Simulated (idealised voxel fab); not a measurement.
process module | voxel trench capacitor
cross-section cut | 245 nm wide | cells 5 nm
A cross-section is a grid of square cells, given in bands from the top down. A band is one or more rows of cells.
Each band's line starts with the height of the band's top and of its bottom, in nm. Then come its materials from left to right, each with its width in nm. One material with "throughout" fills the band from edge to edge. "air" is empty space.
Height 0 is the level under which the wafer as received is all one material. The lowest band goes on downwards, as in "0 down".
A width such as "30 to 40" changes by the same amount from each row of cells to the next, from the band's top row to its bottom row.
"no change" after a step means that no cell of the cross-section changed.
closed voids: empty space of 8 cells or more with no open way to the top, each as width x height at its distance from the left edge, in nm
after a step's settings: what the simulator itself notes on the step
overlay nm, on a step with a mask: how far to the right of its planned place the mask lay; to the left if negative
plan
1 op RECEIVE | material Si
2 op CONFORMAL_DEP | material SiN | thk nm 10
3 op PATTERN | tone open | mask id TRENCH | material resist | width nm 25 | pitch nm 55 | thk nm 20 | overlay nm 0
4 op DIRECTIONAL_ETCH | etch materials SiN | depth nm 10
5 op DIRECTIONAL_ETCH | etch materials Si | depth nm 25
6 op STRIP | etch materials resist
7 op CONFORMAL_DEP | material Al2O3 | thk nm 5
8 op CONFORMAL_DEP | material TiN | thk nm 5
9 op FILL_DEP | material W | thk nm 10
10 op CMP | height nm 10
first wafer, as planned
as received, after step 1
  0 down: Si throughout
  closed voids: none
after step 2
  10 to 0: SiN throughout
  below 0: unchanged
after step 3
  30 to 10: resist 55 | air 25 | resist 30 | air 25 | resist 30 | air 25 | resist 55
  below 10: unchanged
after step 4
  30 to 10: resist 55 | air 25 | resist 30 | air 25 | resist 30 | air 25 | resist 55
  10 to 0: SiN 55 | air 25 | SiN 30 | air 25 | SiN 30 | air 25 | SiN 55
  below 0: unchanged
after step 5
  30 to 10: resist 55 | air 25 | resist 30 | air 25 | resist 30 | air 25 | resist 55
  10 to 0: SiN 55 | air 25 | SiN 30 | air 25 | SiN 30 | air 25 | SiN 55
  0 to -25: Si 55 | air 25 | Si 30 | air 25 | Si 30 | air 25 | Si 55
  below -25: unchanged
after step 6
  10 to 0: SiN 55 | air 25 | SiN 30 | air 25 | SiN 30 | air 25 | SiN 55
  below 0: unchanged
after step 7
  15 to 10: Al2O3 60 | air 15 | Al2O3 40 | air 15 | Al2O3 40 | air 15 | Al2O3 60
  10 to 0: SiN 55 | Al2O3 5 | air 15 | Al2O3 5 | SiN 30 | Al2O3 5 | air 15 | Al2O3 5 | SiN 30 | Al2O3 5 | air 15 | Al2O3 5 | SiN 55
  0 to -20: Si 55 | Al2O3 5 | air 15 | Al2O3 5 | Si 30 | Al2O3 5 | air 15 | Al2O3 5 | Si 30 | Al2O3 5 | air 15 | Al2O3 5 | Si 55
  -20 to -25: Si 55 | Al2O3 25 | Si 30 | Al2O3 25 | Si 30 | Al2O3 25 | Si 55
  below -25: unchanged
after step 8
  20 to 15: TiN 65 | air 5 | TiN 50 | air 5 | TiN 50 | air 5 | TiN 65
  15 to 10: Al2O3 60 | TiN 5 | air 5 | TiN 5 | Al2O3 40 | TiN 5 | air 5 | TiN 5 | Al2O3 40 | TiN 5 | air 5 | TiN 5 | Al2O3 60
  10 to 0: SiN 55 | Al2O3 5 | TiN 5 | air 5 | TiN 5 | Al2O3 5 | SiN 30 | Al2O3 5 | TiN 5 | air 5 | TiN 5 | Al2O3 5 | SiN 30 | Al2O3 5 | TiN 5 | air 5 | TiN 5 | Al2O3 5 | SiN 55
  0 to -15: Si 55 | Al2O3 5 | TiN 5 | air 5 | TiN 5 | Al2O3 5 | Si 30 | Al2O3 5 | TiN 5 | air 5 | TiN 5 | Al2O3 5 | Si 30 | Al2O3 5 | TiN 5 | air 5 | TiN 5 | Al2O3 5 | Si 55
  -15 to -20: Si 55 | Al2O3 5 | TiN 15 | Al2O3 5 | Si 30 | Al2O3 5 | TiN 15 | Al2O3 5 | Si 30 | Al2O3 5 | TiN 15 | Al2O3 5 | Si 55
  below -20: unchanged
after step 9
  30 to 20: W throughout
  20 to 15: TiN 65 | W 5 | TiN 50 | W 5 | TiN 50 | W 5 | TiN 65
  15 to 10: Al2O3 60 | TiN 5 | W 5 | TiN 5 | Al2O3 40 | TiN 5 | W 5 | TiN 5 | Al2O3 40 | TiN 5 | W 5 | TiN 5 | Al2O3 60
  10 to 0: SiN 55 | Al2O3 5 | TiN 5 | W 5 | TiN 5 | Al2O3 5 | SiN 30 | Al2O3 5 | TiN 5 | W 5 | TiN 5 | Al2O3 5 | SiN 30 | Al2O3 5 | TiN 5 | W 5 | TiN 5 | Al2O3 5 | SiN 55
  0 to -15: Si 55 | Al2O3 5 | TiN 5 | W 5 | TiN 5 | Al2O3 5 | Si 30 | Al2O3 5 | TiN 5 | W 5 | TiN 5 | Al2O3 5 | Si 30 | Al2O3 5 | TiN 5 | W 5 | TiN 5 | Al2O3 5 | Si 55
  below -15: unchanged
after step 10
  10 to 0: SiN 55 | Al2O3 5 | TiN 5 | W 5 | TiN 5 | Al2O3 5 | SiN 30 | Al2O3 5 | TiN 5 | W 5 | TiN 5 | Al2O3 5 | SiN 30 | Al2O3 5 | TiN 5 | W 5 | TiN 5 | Al2O3 5 | SiN 55
  below 0: unchanged
second wafer: like start, like plan, one mistake. Through step 9 it matches the first wafer
when step 10 should have ended: no change
what went wrong: step 10 was left out
at the end the second wafer has, in cells: 40 more of Al2O3 | 52 more of TiN | 104 more of W
